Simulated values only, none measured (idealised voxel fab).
process module | voxel self aligned contacts
cross-section cut | 180 nm wide | cells 5 nm
A cross-section is a grid of square cells, given in bands from the top down. A band is one or more rows of cells.
Each band's line starts with the height of the band's top and of its bottom, in nm. Then come its materials from left to right, each with its width in nm. One material with "throughout" fills the band from edge to edge. "air" is empty space.
Height 0 is the level under which the wafer as received is all one material. The lowest band goes on downwards, as in "0 down".
A width such as "30 to 40" changes by the same amount from each row of cells to the next, from the band's top row to its bottom row.
"no change" after a step means that no cell of the cross-section changed.
closed voids: empty space of 8 cells or more with no open way to the top, each as width x height at its distance from the left edge, in nm
after a step's settings: what the simulator itself notes on the step
overlay nm, on a step with a mask: how far to the right of its planned place the mask lay; to the left if negative
plan
1 op RECEIVE | material Si
2 op OXIDIZE | depth nm 5
3 op DIRECTIONAL_DEP | material polySi | thk nm 30
4 op DIRECTIONAL_DEP | material SiN | thk nm 20
5 op MASKED_ETCH | tone cover | mask id GATE | width nm 25 | pitch nm 55 | etch materials SiN | depth nm 20 | overlay nm 0
6 op MASKED_ETCH | tone cover | mask id GATE | width nm 25 | pitch nm 55 | etch materials polySi | depth nm 30 | overlay nm -5
7 op CONFORMAL_DEP | material SiN | thk nm 5
8 op DIRECTIONAL_ETCH | etch materials SiN | depth nm 5
9 op FILL_DEP | material SiO2 | thk nm 20
10 op CMP | height nm 60
11 op MASKED_ETCH | tone open | mask id CONTACT | width nm 40 | pitch nm 55 | etch materials SiO2 | depth nm 65 | overlay nm 0
12 op CONFORMAL_DEP | material TiN | thk nm 5
13 op FILL_DEP | material Ru | thk nm 5
14 op CMP | height nm 60
15 op CONFORMAL_DEP | material SiCN | thk nm 5
varied across the wafers: overlay nm of step 6. The plan shows the first wafer's value. All wafers start alike
first wafer as received, after step 1
  0 down: Si throughout
  closed voids: none
first wafer at the end, after step 15
  65 to 60: SiCN throughout
  60 to 50: SiO2 40 | TiN 5 to 15 | Ru 30 to 10 | TiN 5 to 15 | SiO2 15 | TiN 5 to 15 | Ru 30 to 10 | TiN 5 to 15 | SiO2 45
  50 to 35: SiO2 15 | SiN 35 | TiN 5 | Ru 10 | TiN 5 | SiN 35 | TiN 5 | Ru 10 | TiN 5 | SiN 35 | SiO2 20
  35 to 30: SiO2 15 | SiN 35 | TiN 5 | Ru 5 | TiN 10 | SiN 35 | TiN 5 | Ru 5 | TiN 10 | SiN 35 | SiO2 20
  30 to 0: SiO2 10 | SiN 5 | polySi 30 | SiN 5 | TiN 5 | Ru 5 | TiN 5 | SiN 5 | polySi 30 | SiN 5 | TiN 5 | Ru 5 | TiN 5 | SiN 5 | polySi 30 | SiN 5 | SiO2 20
  0 to -5: SiO2 50 | TiN 15 | SiO2 40 | TiN 15 | SiO2 60
  -5 down: Si throughout
  closed voids: none
last wafer at the end
  65 to 60: SiCN throughout
  60 to 50: SiO2 40 | TiN 5 to 15 | Ru 30 to 10 | TiN 5 to 15 | SiO2 15 | TiN 5 to 15 | Ru 30 to 10 | TiN 5 to 15 | SiO2 45
  50 to 35: SiO2 15 | SiN 35 | TiN 5 | Ru 10 | TiN 5 | SiN 35 | TiN 5 | Ru 10 | TiN 5 | SiN 35 | SiO2 20
  35 to 30: SiO2 15 | SiN 35 | TiN 20 | SiN 35 | TiN 20 | SiN 35 | SiO2 20
  30 to 0: SiO2 15 | SiN 5 | polySi 35 | SiN 5 | TiN 10 | SiN 5 | polySi 35 | SiN 5 | TiN 10 | SiN 5 | polySi 35 | SiN 5 | SiO2 10
  0 to -5: SiO2 60 | TiN 10 | SiO2 45 | TiN 10 | SiO2 55
  -5 down: Si throughout
  closed voids: none
each wafer at the end: cells of each material gained (+) or lost (-) since it was received, then its closed voids
overlay nm -5 | +42 Ru | -36 Si | +36 SiCN | +120 SiN | +134 SiO2 | +64 TiN | +108 polySi | closed voids: none
overlay nm 0 | +56 Ru | -36 Si | +36 SiCN | +120 SiN | +138 SiO2 | +64 TiN | +90 polySi | closed voids: none
overlay nm 5 | +42 Ru | -36 Si | +36 SiCN | +120 SiN | +134 SiO2 | +64 TiN | +108 polySi | closed voids: none
overlay nm 10 | +28 Ru | -36 Si | +36 SiCN | +120 SiN | +130 SiO2 | +64 TiN | +126 polySi | closed voids: none
